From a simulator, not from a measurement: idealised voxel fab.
process module | voxel capacitor over wiring
Each square cell in cross-section cut measures 5 nm, and the section as a whole is 155 nm wide.
Bands, listed from the top down, are how a cross-section gets written in this document; the cross-section itself is a grid of square cells, and a band is one or more rows of them.
Heights first: top, then bottom, in nm. Then materials, left to right, each with a width in nm. "edge to edge" on a single material: fills the band edge to edge. "air": empty space.
The reference from which all heights are counted is 0, the level beneath which the as-received wafer is entirely one material; the lowest band, having no lower bound, proceeds downward and is written after the example "0 and below".
The width entry "30->40" should be interpreted row by row: the top row of cells in the band takes the first number, the bottom row takes the second number, and the change between adjacent rows is uniform throughout.
"identical to before" -> step changed no cross-section cell.
Each empty space that has no open way to the top and spans at least 8 cells appears under "Sealed cavities" as width x height at distance, the distance counted from the left edge, all in nm.
Read whatever lies past the settings on a step's line as the simulator's own remark about the step.
"overlay nm" answers the question of how far to the right of plan the mask lay on a step that has a mask, and when it is negative the answer is to the left.

**Below is the list of planned process steps**
- 1: RECEIVE,material Si
- 2: CONFORMAL_DEP,material SiO2,thk nm 15
- 3: CONFORMAL_DEP,material SiN,thk nm 5
- 4: DIRECTIONAL_DEP,material SiO2,thk nm 15
- 5: PATTERN,tone open,mask id METAL_1,material resist,width nm 30,pitch nm 85,thk nm 20,overlay nm 0
- 6: DIRECTIONAL_ETCH,etch materials SiO2,depth nm 15
- 7: DIRECTIONAL_ETCH,etch materials SiN,depth nm 5
- 8: STRIP,etch materials resist
- 9: CONFORMAL_DEP,material TiN,thk nm 5
- 10: FILL_DEP,material W,thk nm 10
- 11: CMP,height nm 35
- 12: CONFORMAL_DEP,material SiCN,thk nm 5
- 13: DIRECTIONAL_DEP,material SiO2,thk nm 10
- 14: DIRECTIONAL_DEP,material aC,thk nm 15
- 15: PATTERN,tone open,mask id PLUG_1,material resist,width nm 15,thk nm 30,overlay nm 0
- 16: DIRECTIONAL_ETCH,etch materials aC,depth nm 15
- 17: STRIP,etch materials resist
- 18: DIRECTIONAL_ETCH,etch materials SiO2,depth nm 10
- 19: DIRECTIONAL_ETCH,etch materials SiCN,depth nm 5
- 20: STRIP,etch materials aC
- 21: EPI,material Ru,thk nm 10
- 22: EPI,material Ru,thk nm 5
- 23: DIRECTIONAL_DEP,material TiN,thk nm 10
- 24: DIRECTIONAL_DEP,material Al2O3,thk nm 5
- 25: DIRECTIONAL_DEP,material TiN,thk nm 5
- 26: MASKED_ETCH,tone cover,mask id UPPER_PLATE,width nm 60,etch materials TiN,depth nm 5,overlay nm 0
- 27: MASKED_ETCH,tone cover,mask id UPPER_PLATE,width nm 60,etch materials Al2O3,depth nm 5,overlay nm 0
- 28: PATTERN,tone cover,mask id LOWER_PLATE,material resist,width nm 70,thk nm 20,overlay nm 0
- 29: DIRECTIONAL_ETCH,etch materials TiN,depth nm 10
- 30: STRIP,etch materials resist
- 31: FILL_DEP,material SiO2,thk nm 20
- 32: CMP,height nm 85
- 33: PATTERN,tone open,mask id PLUG_2,material resist,width nm 15,thk nm 15,overlay nm 0
- 34: DIRECTIONAL_ETCH,etch materials SiO2,depth nm 15
- 35: STRIP,etch materials resist
- 36: CONFORMAL_DEP,material TiN,thk nm 5
- 37: FILL_DEP,material Ru,thk nm 5
- 38: CMP,height nm 85
- 39: CONFORMAL_DEP,material SiCN,thk nm 5

**First wafer of two (run as planned)**

**Cross-sectional view of the wafer in its as-received condition, corresponding to the state after step 1**
- 0 and below = Si edge to edge
- Sealed cavities: none

**Presented here is a cross-section of the wafer after step 2 has been performed**
- 15 down to 0 = SiO2 edge to edge
- below 0: unchanged

**Presented here is a cross-section of the wafer after step 3 has been performed**
- 20 down to 15 = SiN edge to edge
- below 15: unchanged

**Presented here is a cross-section of the wafer after step 4 has been performed**
- 35 down to 20 = SiO2 edge to edge
- below 20: unchanged

**Presented here is a cross-section of the wafer after step 5 has been performed**
- 55 down to 35 = resist 20 nm; air 30 nm; resist 55 nm; air 30 nm; resist 20 nm
- below 35: unchanged

**Presented here is a cross-section of the wafer after step 6 has been performed**
- 55 down to 35 = resist 20 nm; air 30 nm; resist 55 nm; air 30 nm; resist 20 nm
- 35 down to 20 = SiO2 20 nm; air 30 nm; SiO2 55 nm; air 30 nm; SiO2 20 nm
- below 20: unchanged

**Presented here is a cross-section of the wafer after step 7 has been performed**
- 55 down to 35 = resist 20 nm; air 30 nm; resist 55 nm; air 30 nm; resist 20 nm
- 35 down to 20 = SiO2 20 nm; air 30 nm; SiO2 55 nm; air 30 nm; SiO2 20 nm
- 20 down to 15 = SiN 20 nm; air 30 nm; SiN 55 nm; air 30 nm; SiN 20 nm
- below 15: unchanged

**Presented here is a cross-section of the wafer after step 8 has been performed**
- 35 down to 20 = SiO2 20 nm; air 30 nm; SiO2 55 nm; air 30 nm; SiO2 20 nm
- below 20: unchanged

**Presented here is a cross-section of the wafer after step 9 has been performed**
- 40 down to 35 = TiN 25 nm; air 20 nm; TiN 65 nm; air 20 nm; TiN 25 nm
- 35 down to 20 = SiO2 20 nm; TiN 5 nm; air 20 nm; TiN 5 nm; SiO2 55 nm; TiN 5 nm; air 20 nm; TiN 5 nm; SiO2 20 nm
- 20 down to 15 = SiN 20 nm; TiN 30 nm; SiN 55 nm; TiN 30 nm; SiN 20 nm
- below 15: unchanged

**Presented here is a cross-section of the wafer after step 10 has been performed**
- 50 down to 40 = W edge to edge
- 40 down to 35 = TiN 25 nm; W 20 nm; TiN 65 nm; W 20 nm; TiN 25 nm
- 35 down to 20 = SiO2 20 nm; TiN 5 nm; W 20 nm; TiN 5 nm; SiO2 55 nm; TiN 5 nm; W 20 nm; TiN 5 nm; SiO2 20 nm
- below 20: unchanged

**Presented here is a cross-section of the wafer after step 11 has been performed**
- 35 down to 20 = SiO2 20 nm; TiN 5 nm; W 20 nm; TiN 5 nm; SiO2 55 nm; TiN 5 nm; W 20 nm; TiN 5 nm; SiO2 20 nm
- below 20: unchanged

**Presented here is a cross-section of the wafer after step 12 has been performed**
- 40 down to 35 = SiCN edge to edge
- below 35: unchanged

**Presented here is a cross-section of the wafer after step 13 has been performed**
- 50 down to 40 = SiO2 edge to edge
- below 40: unchanged

**Presented here is a cross-section of the wafer after step 14 has been performed**
- 65 down to 50 = aC edge to edge
- below 50: unchanged

**Presented here is a cross-section of the wafer after step 15 has been performed**
- 95 down to 65 = resist 35 nm; air 15 nm; resist 105 nm
- below 65: unchanged

**Presented here is a cross-section of the wafer after step 16 has been performed**
- 80 down to 65 = resist 35 nm; air 15 nm; resist 105 nm
- 65 down to 50 = aC 35 nm; air 15 nm; aC 105 nm
- below 50: unchanged

**Presented here is a cross-section of the wafer after step 17 has been performed**
- 65 down to 50 = aC 35 nm; air 15 nm; aC 105 nm
- below 50: unchanged

**Presented here is a cross-section of the wafer after step 18 has been performed**
- 65 down to 50 = aC 35 nm; air 15 nm; aC 105 nm
- 50 down to 40 = SiO2 35 nm; air 15 nm; SiO2 105 nm
- below 40: unchanged

**Presented here is a cross-section of the wafer after step 19 has been performed**
- 65 down to 50 = aC 35 nm; air 15 nm; aC 105 nm
- 50 down to 40 = SiO2 35 nm; air 15 nm; SiO2 105 nm
- 40 down to 35 = SiCN 35 nm; air 15 nm; SiCN 105 nm
- below 35: unchanged

**Presented here is a cross-section of the wafer after step 20 has been performed**
- 50 down to 40 = SiO2 35 nm; air 15 nm; SiO2 105 nm
- below 40: unchanged

**Presented here is a cross-section of the wafer after step 21 has been performed**
- 50 down to 45 = SiO2 35 nm; air 15 nm; SiO2 105 nm
- 45 down to 40 = SiO2 35 nm; Ru 15 nm; SiO2 105 nm
- 40 down to 35 = SiCN 35 nm; Ru 15 nm; SiCN 105 nm
- below 35: unchanged

**Presented here is a cross-section of the wafer after step 22 has been performed**
- 50 down to 40 = SiO2 35 nm; Ru 15 nm; SiO2 105 nm
- below 40: unchanged

**Presented here is a cross-section of the wafer after step 23 has been performed**
- 60 down to 50 = TiN edge to edge
- below 50: unchanged

**Presented here is a cross-section of the wafer after step 24 has been performed**
- 65 down to 60 = Al2O3 edge to edge
- below 60: unchanged

**Presented here is a cross-section of the wafer after step 25 has been performed**
- 70 down to 65 = TiN edge to edge
- below 65: unchanged

**Presented here is a cross-section of the wafer after step 26 has been performed**
- 70 down to 65 = air 35 nm; TiN 60 nm; air 60 nm
- below 65: unchanged

**Presented here is a cross-section of the wafer after step 27 has been performed**
- 70 down to 65 = air 35 nm; TiN 60 nm; air 60 nm
- 65 down to 60 = air 35 nm; Al2O3 60 nm; air 60 nm
- below 60: unchanged

**Presented here is a cross-section of the wafer after step 28 has been performed**
- 90 down to 70 = air 30 nm; resist 70 nm; air 55 nm
- 70 down to 65 = air 30 nm; resist 5 nm; TiN 60 nm; resist 5 nm; air 55 nm
- 65 down to 60 = air 30 nm; resist 5 nm; Al2O3 60 nm; resist 5 nm; air 55 nm
- below 60: unchanged

**Presented here is a cross-section of the wafer after step 29 has been performed**
- 90 down to 70 = air 30 nm; resist 70 nm; air 55 nm
- 70 down to 65 = air 30 nm; resist 5 nm; TiN 60 nm; resist 5 nm; air 55 nm
- 65 down to 60 = air 30 nm; resist 5 nm; Al2O3 60 nm; resist 5 nm; air 55 nm
- 60 down to 50 = air 30 nm; TiN 70 nm; air 55 nm
- below 50: unchanged

**Presented here is a cross-section of the wafer after step 30 has been performed**
- 70 down to 65 = air 35 nm; TiN 60 nm; air 60 nm
- 65 down to 60 = air 35 nm; Al2O3 60 nm; air 60 nm
- below 60: unchanged

**Presented here is a cross-section of the wafer after step 31 has been performed**
- 90 down to 70 = SiO2 edge to edge
- 70 down to 65 = SiO2 35 nm; TiN 60 nm; SiO2 60 nm
- 65 down to 60 = SiO2 35 nm; Al2O3 60 nm; SiO2 60 nm
- 60 down to 50 = SiO2 30 nm; TiN 70 nm; SiO2 55 nm
- below 50: unchanged

**Presented here is a cross-section of the wafer after step 32 has been performed**
- 85 down to 70 = SiO2 edge to edge
- below 70: unchanged

**Presented here is a cross-section of the wafer after step 33 has been performed**
- 100 down to 85 = resist 45 nm; air 15 nm; resist 95 nm
- below 85: unchanged

**Presented here is a cross-section of the wafer after step 34 has been performed**
- 100 down to 85 = resist 45 nm; air 15 nm; resist 95 nm
- 85 down to 70 = SiO2 45 nm; air 15 nm; SiO2 95 nm
- below 70: unchanged

**Presented here is a cross-section of the wafer after step 35 has been performed**
- 85 down to 70 = SiO2 45 nm; air 15 nm; SiO2 95 nm
- below 70: unchanged

**Presented here is a cross-section of the wafer after step 36 has been performed**
- 90 down to 85 = TiN 50 nm; air 5 nm; TiN 100 nm
- 85 down to 75 = SiO2 45 nm; TiN 5 nm; air 5 nm; TiN 5 nm; SiO2 95 nm
- 75 down to 65 = SiO2 45->35 nm; TiN 15->60 nm; SiO2 95->60 nm
- below 65: unchanged

**Presented here is a cross-section of the wafer after step 37 has been performed**
- 95 down to 90 = Ru edge to edge
- 90 down to 85 = TiN 50 nm; Ru 5 nm; TiN 100 nm
- 85 down to 75 = SiO2 45 nm; TiN 5 nm; Ru 5 nm; TiN 5 nm; SiO2 95 nm
- below 75: unchanged

**Presented here is a cross-section of the wafer after step 38 has been performed**
- 85 down to 75 = SiO2 45 nm; TiN 5 nm; Ru 5 nm; TiN 5 nm; SiO2 95 nm
- below 75: unchanged

**Presented here is a cross-section of the wafer after step 39 has been performed**
- 90 down to 85 = SiCN edge to edge
- below 85: unchanged

**Wafer two of two - same starting point, same process plan, one mistake in execution; matches wafer one up to and including step 38**

**What the second wafer looks like in cross-section when step 39 should have wrapped up**
- 90 down to 85 = Ru edge to edge
- below 85: unchanged
In executing the process, a mistake was made relative to the plan: step 39, actual vs plan mismatch, actual run CONFORMAL_DEP,material Ru,thk nm 5
FYI, end of process, the second wafer has more or fewer cells of some materials than the first: 31 more of Ru; 31 fewer of SiCN
